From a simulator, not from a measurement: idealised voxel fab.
Documented hereafter: the process module known as voxel self aligned contacts.
The cross-section on display is named cut; it measures 295 nm wide, and its cells are 5 nm squares.
Cross-section = grid of square cells, listed top down in bands; band = one or more rows. Look at the band entry: it leads with the top's height and the bottom's height in nm. Then it lists the materials left to right, with a width in nm for each. The word "edge to edge" on a single material says that material fills the band edge to edge. The word "empty" is empty space. For the purposes of this specification, 0 denotes the height below which the wafer in its as-received condition is composed wholly of one material, and the lowermost band, lacking a lower limit, extends downward without end, as expressed in "0..down". So if you see something like "30..40" for the width, read it as the top row of the band sitting at the first number and the bottom row at the second, with every row in between moving by the same amount as the last. "remained unchanged" for a step: no cell of the cross-section changed in that step. Closed-off voids of 8+ cells (no open route to the top) go in "Fully closed voids", written width x height at distance from the left edge, in nm. Past the settings on a step's line: simulator remark, on that step. The "overlay nm" setting may appear on a step's line; for a step that uses a mask, it gives how far to the right of its planned position the mask lay, and a negative value indicates the left. Everything after this point is organized in pairs: a cross-section before one process step, a cross-section after it that shows only as deep as the lowest changed band, and, under the pair, the intervening step with its settings. Because different runs of this module on the same starting wafer can supply different pairs, a pair continues from the pair above it only if its entry headed "Prior to step" says so.
Prior to step:
	55..50: SiO2 edge to edge
	50..30: 85 SiO2; 50 SiN; 25 SiO2; 50 SiN; 85 SiO2
	30..0: SiO2 edge to edge
	0..down: Si edge to edge
	Fully closed voids: none
Step Outcome:
	55..50: 120 SiO2; 55 empty; 120 SiO2
	50..30: 85 SiO2; 50 SiN; 25 empty; 50 SiN; 85 SiO2
	30..0: 135 SiO2; 25 empty; 135 SiO2
	Lower than 0, everything is as it was.
	Fully closed voids: none
Which operation links the two cross-sections above? MASKED_ETCH [tone open] [mask id CONTACT] [width nm 55] [etch materials SiO2] [depth nm 55] [overlay nm 0]
Prior to step: It is represented by the cross-section appearing after the step of the pair directly above.
Step Outcome:
	60..55: 125 TiN; 45 empty; 125 TiN
	55..50: 120 SiO2; 20 TiN; 15 empty; 20 TiN; 120 SiO2
	50..30: 85 SiO2; 50 SiN; 5 TiN; 15 empty; 5 TiN; 50 SiN; 85 SiO2
	30..5: 135 SiO2; 5 TiN; 15 empty; 5 TiN; 135 SiO2
	5..0: 135 SiO2; 25 TiN; 135 SiO2
	Lower than 0, everything is as it was.
	Fully closed voids: none
Which operation links the two cross-sections above? CONFORMAL_DEP [material TiN] [thk nm 5]
Prior to step: It is represented by the cross-section appearing after the step of the pair directly above.
Step Outcome:
	65..60: Ru edge to edge
	60..55: 125 TiN; 45 Ru; 125 TiN
	55..50: 120 SiO2; 20 TiN; 15 Ru; 20 TiN; 120 SiO2
	50..30: 85 SiO2; 50 SiN; 5 TiN; 15 Ru; 5 TiN; 50 SiN; 85 SiO2
	30..5: 135 SiO2; 5 TiN; 15 Ru; 5 TiN; 135 SiO2
	Lower than 5, everything is as it was.
	Fully closed voids: none
Which operation links the two cross-sections above? FILL_DEP [material Ru] [thk nm 5]
Prior to step: It is represented by the cross-section appearing after the step of the pair directly above.
Step Outcome:
	55..50: 120 SiO2; 20 TiN; 15 Ru; 20 TiN; 120 SiO2
	Lower than 50, everything is as it was.
	Fully closed voids: none
Which operation links the two cross-sections above? CMP [height nm 55]
Prior to step: It is represented by the cross-section appearing after the step of the pair directly above.
Step Outcome:
	60..55: SiN edge to edge
	Lower than 55, everything is as it was.
	Fully closed voids: none
Which operation links the two cross-sections above? CONFORMAL_DEP [material SiN] [thk nm 5]
Prior to step:
	50..30: SiN edge to edge
	30..5: polySi edge to edge
	5..0: SiO2 edge to edge
	0..down: Si edge to edge
	Fully closed voids: none
Step Outcome:
	65..50: 95 resist; 30 empty; 45 resist; 30 empty; 95 resist
	Lower than 50, everything is as it was.
	Fully closed voids: none
Which operation links the two cross-sections above? PATTERN [tone open] [mask id GATE] [material resist] [width nm 30] [pitch nm 75] [thk nm 15] [overlay nm 0]
Prior to step: It is represented by the cross-section appearing after the step of the pair directly above.
Step Outcome:
	65..50: 95 resist; 30 empty; 45 resist; 30 empty; 95 resist
	50..30: 95 SiN; 30 empty; 45 SiN; 30 empty; 95 SiN
	Lower than 30, everything is as it was.
	Fully closed voids: none
Which operation links the two cross-sections above? DIRECTIONAL_ETCH [etch materials SiN] [depth nm 20]
Prior to step: It is represented by the cross-section appearing after the step of the pair directly above.
Step Outcome:
	65..50: 95 resist; 30 empty; 45 resist; 30 empty; 95 resist
	50..30: 95 SiN; 30 empty; 45 SiN; 30 empty; 95 SiN
	30..5: 95 polySi; 30 empty; 45 polySi; 30 empty; 95 polySi
	Lower than 5, everything is as it was.
	Fully closed voids: none
Which operation links the two cross-sections above? DIRECTIONAL_ETCH [etch materials polySi] [depth nm 25]
Prior to step: It is represented by the cross-section appearing after the step of the pair directly above.
Step Outcome:
	50..30: 95 SiN; 30 empty; 45 SiN; 30 empty; 95 SiN
	Lower than 30, everything is as it was.
	Fully closed voids: none
Which operation links the two cross-sections above? STRIP [etch materials resist]
Prior to step: It is represented by the cross-section appearing after the step of the pair directly above.
Step Outcome:
	60..30: 105 SiN; 10 empty; 65 SiN; 10 empty; 105 SiN
	30..15: 95 polySi; 10 SiN; 10 empty; 10 SiN; 45 polySi; 10 SiN; 10 empty; 10 SiN; 95 polySi
	15..5: 95 polySi; 30 SiN; 45 polySi; 30 SiN; 95 polySi
	Lower than 5, everything is as it was.
	Fully closed voids: none
Which operation links the two cross-sections above? CONFORMAL_DEP [material SiN] [thk nm 10]
Prior to step: It is represented by the cross-section appearing after the step of the pair directly above.
Step Outcome:
	50..30: 105 SiN; 10 empty; 65 SiN; 10 empty; 105 SiN
	30..5: 95 polySi; 10 SiN; 10 empty; 10 SiN; 45 polySi; 10 SiN; 10 empty; 10 SiN; 95 polySi
	Lower than 5, everything is as it was.
	Fully closed voids: none
Which operation links the two cross-sections above? DIRECTIONAL_ETCH [etch materials SiN] [depth nm 10]
Prior to step: It is represented by the cross-section appearing after the step of the pair directly above.
Step Outcome:
	65..50: SiO2 edge to edge
	50..30: 105 SiN; 10 SiO2; 65 SiN; 10 SiO2; 105 SiN
	30..5: 95 polySi; 10 SiN; 10 SiO2; 10 SiN; 45 polySi; 10 SiN; 10 SiO2; 10 SiN; 95 polySi
	Lower than 5, everything is as it was.
	Fully closed voids: none
Which operation links the two cross-sections above? FILL_DEP [material SiO2] [thk nm 15]
Prior to step: It is represented by the cross-section appearing after the step of the pair directly above.
Step Outcome:
	55..50: SiO2 edge to edge
	Lower than 50, everything is as it was.
	Fully closed voids: none
Which operation links the two cross-sections above? CMP [height nm 55]
Prior to step: It is represented by the cross-section appearing after the step of the pair directly above.
Step Outcome:
	55..50: 120 SiO2; 55 empty; 120 SiO2
	Lower than 50, everything is as it was.
	Fully closed voids: none
Which operation links the two cross-sections above? MASKED_ETCH [tone open] [mask id CONTACT] [width nm 55] [etch materials SiO2] [depth nm 55] [overlay nm 0]
Prior to step: It is represented by the cross-section appearing after the step of the pair directly above.
Step Outcome:
	60..55: 125 TiN; 45 empty; 125 TiN
	55..50: 120 SiO2; 55 TiN; 120 SiO2
	Lower than 50, everything is as it was.
	Fully closed voids: none
Which operation links the two cross-sections above? CONFORMAL_DEP [material TiN] [thk nm 5]
Prior to step: It is represented by the cross-section appearing after the step of the pair directly above.
Step Outcome:
	65..60: Ru edge to edge
	60..55: 125 TiN; 45 Ru; 125 TiN
	Lower than 55, everything is as it was.
	Fully closed voids: none
Which operation links the two cross-sections above? FILL_DEP [material Ru] [thk nm 5]
Prior to step: It is represented by the cross-section appearing after the step of the pair directly above.
Step Outcome:
	55..50: 120 SiO2; 55 TiN; 120 SiO2
	Lower than 50, everything is as it was.
	Fully closed voids: none
Which operation links the two cross-sections above? CMP [height nm 55]
Prior to step: It is represented by the cross-section appearing after the step of the pair directly above.
Step Outcome:
	60..55: SiN edge to edge
	Lower than 55, everything is as it was.
	Fully closed voids: none
Which operation links the two cross-sections above? CONFORMAL_DEP [material SiN] [thk nm 5]
